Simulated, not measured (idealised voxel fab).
Process module, titled voxel gate over fins
Square cells of 5 nm make up the cross-section cut, whose width is 275 nm.
A cross-section is written here as square cells arranged in a grid, and it is given in bands from the top down, each band taking up one or more rows of cells.
Band: top and bottom heights (nm) first, top before bottom; then materials from left to right, widths in nm. "full width" marks a sole material filling the band edge to edge. "blank" denotes empty space.
Height is counted from the level 0, under which the received wafer is composed throughout of one material. The lowest of the bands is not closed at the bottom but continues downward, in the notation "z 0 and below".
Top row gets the first number, bottom row gets the second, and each row in between changes by the same step: that is how a band width like "30 to 40" works.
What does "all unchanged" mean for a step? It means no cell of the cross-section changed in that step.
The entry "Closed void roster" lists the empty spaces that cover at least 8 cells and have no open path to the top. Each is written as width x height at distance, where the distance is measured from the left edge and all three values are in nm.
On a step's line, text after the settings is the simulator commenting on that step.
On any step carrying a mask, the "overlay nm" setting, if present on the step's line, tells how far right of its planned place the mask lay; negative values point to the left.
### Intended process steps
- 1: RECEIVE,material Si
- 2: CONFORMAL_DEP,material SiN,thk nm 10
- 3: DIRECTIONAL_DEP,material aC,thk nm 10
- 4: PATTERN,tone cover,mask id FINS,material resist,width nm 15,pitch nm 55,thk nm 25,overlay nm 0
- 5: DIRECTIONAL_ETCH,etch materials aC,depth nm 10
- 6: STRIP,etch materials resist
- 7: DIRECTIONAL_ETCH,etch materials SiN,depth nm 10
- 8: DIRECTIONAL_ETCH,etch materials Si,depth nm 40
- 9: STRIP,etch materials aC
- 10: OXIDIZE,depth nm 5
- 11: FILL_DEP,material SiO2,thk nm 5
- 12: CMP,height nm 10
- 13: PATTERN,tone open,mask id RAIL,material resist,width nm 15,thk nm 15,overlay nm 0
- 14: DIRECTIONAL_ETCH,etch materials SiO2,depth nm 45
- 15: STRIP,etch materials resist
- 16: CONFORMAL_DEP,material TiN,thk nm 5
- 17: FILL_DEP,material W,thk nm 10
- 18: CMP,height nm 10
- 19: SELECTIVE_ETCH,etch materials W Ru TiN,depth nm 30
- 20: FILL_DEP,material SiO2,thk nm 5
- 21: CMP,height nm 10
- 22: SELECTIVE_ETCH,etch materials SiO2,depth nm 25
- 23: STRIP,etch materials SiN
- 24: CONFORMAL_DEP,material HfO2,thk nm 5
- 25: CONFORMAL_DEP,material TiN,thk nm 5
- 26: CONFORMAL_DEP,material TiAl,thk nm 5
- 27: CONFORMAL_DEP,material TiN,thk nm 5
- 28: FILL_DEP,material W,thk nm 10
- 29: CMP,height nm 25
- 30: CONFORMAL_DEP,material SiN,thk nm 5
### Cross-section of the wafer as it came to us, i.e., already through step 1
  z 0 and below | Si full width
  Closed void roster: none
### Module complete, cross-section. Starting point and plan per above. One mistake made in running the module
  z 30 to 25 | SiN full width
  z 25 to 20 | W full width
  z 20 to 15 | W: 60  TiN: 50  W: 5  TiN: 50  W: 5  TiN: 50  W: 55
  z 15 to 10 | W: 60  TiN: 5  TiAl: 40  TiN: 5  W: 5  TiN: 5  TiAl: 40  TiN: 5  W: 5  TiN: 5  TiAl: 40  TiN: 5  W: 55
  z 10 to 5 | W: 60  TiN: 5  TiAl: 5  TiN: 30  TiAl: 5  TiN: 5  W: 5  TiN: 5  TiAl: 5  TiN: 30  TiAl: 5  TiN: 5  W: 5  TiN: 5  TiAl: 5  TiN: 30  TiAl: 5  TiN: 5  W: 55
  z 5 to 0 | TiN: 65  TiAl: 5  TiN: 5  HfO2: 20  TiN: 5  TiAl: 5  TiN: 15  TiAl: 5  TiN: 5  HfO2: 20  TiN: 5  TiAl: 5  TiN: 15  TiAl: 5  TiN: 5  HfO2: 20  TiN: 5  TiAl: 5  TiN: 60
  z 0 to -5 | TiAl: 70  TiN: 5  HfO2: 5  Si: 10  HfO2: 5  TiN: 5  TiAl: 25  TiN: 5  HfO2: 5  Si: 10  HfO2: 5  TiN: 5  TiAl: 25  TiN: 5  HfO2: 5  Si: 10  HfO2: 5  TiN: 5  TiAl: 65
  z -5 to -10 | TiN: 75  HfO2: 5  Si: 10  HfO2: 5  TiN: 35  HfO2: 5  Si: 10  HfO2: 5  TiN: 35  HfO2: 5  Si: 10  HfO2: 5  TiN: 70
  z -10 to -15 | HfO2: 80  Si: 10  HfO2: 45  Si: 10  HfO2: 45  Si: 10  HfO2: 75
  z -15 to -20 | SiO2: 80  Si: 10  SiO2: 45  Si: 10  SiO2: 45  Si: 10  SiO2: 75
  z -20 to -30 | SiO2: 80  Si: 10  SiO2: 10  TiN: 5  W: 5  TiN: 5  SiO2: 20  Si: 10  SiO2: 45  Si: 10  SiO2: 75
  z -30 to -35 | SiO2: 80  Si: 10  SiO2: 10  TiN: 15  SiO2: 20  Si: 10  SiO2: 45  Si: 10  SiO2: 75
  z -35 to -45 | SiO2: 80  Si: 10  SiO2: 45  Si: 10  SiO2: 45  Si: 10  SiO2: 75
  z -45 and below | Si full width
  Closed void roster: none
Want to know what went wrong? not per plan at step 4, really ran PATTERN,tone cover,mask id FINS,material resist,width nm 20,pitch nm 55,thk nm 25,overlay nm 0
